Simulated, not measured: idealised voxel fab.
Presented below is a process module, voxel local oxidation.
Displayed cross-section: cut, width of 295 nm, square cells sized 5 nm.
If you're reading a cross-section in this doc, picture square cells in a grid; it comes to you as bands, top ones listed first down to the bottom, and a band can be one or more rows of cells.
For a band, the entry starts with two heights in nm, that of the top and then that of the bottom, and carries on with the band's materials in order from left to right, each alongside its width in nm; the word "throughout" beside a single material means it fills the band edge to edge, and "empty" means empty space.
Where do heights start? At 0: under that level the wafer as delivered is made of one material only. And the lowest band has no floor; it just carries on downward, as in "from 0 down".
The width entry "30 to 40" should be interpreted row by row: the top row of cells in the band takes the first number, the bottom row takes the second number, and the change between adjacent rows is uniform throughout.
Step marked "same as before"? Then no cell in the cross-section changed in it.
"Voids, fully enclosed" enumerates empty spaces isolated from the top, with no open way to it, that contain at least 8 cells, giving each as width x height at distance from the left edge, all three in nm.
Whatever follows a step's settings on its line is a remark the simulator itself makes about that step.
Each step line may optionally specify "overlay nm", which for a step with a mask gives the rightward distance between the mask's planned place and where it lay, a negative value indicating the leftward direction.
## The process steps that were planned are listed below
1: RECEIVE, material Si
2: CONFORMAL_DEP, material SiO2, thk nm 5
3: CONFORMAL_DEP, material SiN, thk nm 10
4: DIRECTIONAL_DEP, material aC, thk nm 10
5: PATTERN, tone cover, mask id ACTIVE, material resist, width nm 95, pitch nm 135, thk nm 30, overlay nm 0
6: DIRECTIONAL_ETCH, etch materials aC, depth nm 10
7: STRIP, etch materials resist
8: DIRECTIONAL_ETCH, etch materials SiN, depth nm 10
9: STRIP, etch materials aC
10: SELECTIVE_ETCH, etch materials SiO2, depth nm 5
11: OXIDIZE, depth nm 15
12: STRIP, etch materials SiN
## Received-state cross-section, reflecting completion of step 1
	from 0 down = Si throughout
	Voids, fully enclosed: none
## The plan above was carried out on the starting structure above with one mistake, and this cross-section shows the wafer at the end of the module
	from 5 to 0 = SiO2 25; empty 105; SiO2 30; empty 105; SiO2 30
	from 0 to -15 = Si 10; SiO2 270; Si 15
	from -15 down = Si throughout
	Voids, fully enclosed: none
Error vs. plan: step 5 did not use the planned setting and instead ran as PATTERN, tone open, mask id ACTIVE, material resist, width nm 95, pitch nm 135, thk nm 30, overlay nm 0
